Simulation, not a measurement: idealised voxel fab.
A process module follows: voxel released beams.
cross-section cut | 145 nm wide | cells 5 nm
Just so we're on the same page, the cross-sections are grids of square cells, and they're listed out in bands top to bottom, each band one or more rows deep. Top, bottom (nm), then materials left to right with widths (nm); lone material tagged "full width" fills the whole band edge to edge; "empty" = empty space. The level at which height equals 0 is the one under which the wafer, as it arrives, is entirely one material. No lower edge exists for the bottom band, which continues downward and is notated as in "z 0 and below". Width spec "30 to 40" -> top row of cells at first value, bottom row at second value, equal per-row change in between. Take "no alteration" at face value: in the step it is given for, the cross-section changed in none of its cells. Empty spaces counting at least 8 cells and having no open way to the top are listed in "Closed void table". The notation width x height at distance is used for each, the distance being from the left edge and all three values in nm. What comes after the settings on a step's line is commentary from the simulator itself on that step. Regarding "overlay nm": on a step with a mask, it is the distance the mask lay to the right of its planned place; a negative value places it to the left.

[plan]
1. RECEIVE with material Si
2. CONFORMAL_DEP with material Al2O3, thk nm 10
3. DIRECTIONAL_DEP with material SiO2, thk nm 20
4. DIRECTIONAL_DEP with material aC, thk nm 15
5. PATTERN with tone open, mask id ANCHOR, material resist, width nm 25, thk nm 30, overlay nm 0
6. DIRECTIONAL_ETCH with etch materials aC, depth nm 15
7. STRIP with etch materials resist
8. DIRECTIONAL_ETCH with etch materials SiO2, depth nm 20
9. STRIP with etch materials aC
10. CONFORMAL_DEP with material SiN, thk nm 10
11. PATTERN with tone cover, mask id BEAM, material resist, width nm 70, thk nm 15, overlay nm 0
12. DIRECTIONAL_ETCH with etch materials SiN, depth nm 10
13. STRIP with etch materials resist
14. STRIP with etch materials SiO2
Among the wafers covered here, the point of difference is the width nm at step 11; their starting state is shared, and the plan presents the value of the first wafer.

[first wafer as received, after step 1]
  z 0 and below  Si full width
  Closed void table: none

[The rows of the table below are wafers. Looking at the end of the module, a row counts, for every material, the cells the wafer has gained, shown as (+), or lost, shown as (-), since it was received; its closed voids come next]
width nm 70, +58 Al2O3, +44 SiN, Closed void table: none
width nm 75, +58 Al2O3, +46 SiN, Closed void table: none
width nm 80, +58 Al2O3, +48 SiN, Closed void table: none
width nm 85, +58 Al2O3, +50 SiN, Closed void table: none
width nm 90, +58 Al2O3, +52 SiN, Closed void table: none
width nm 95, +58 Al2O3, +54 SiN, Closed void table: none
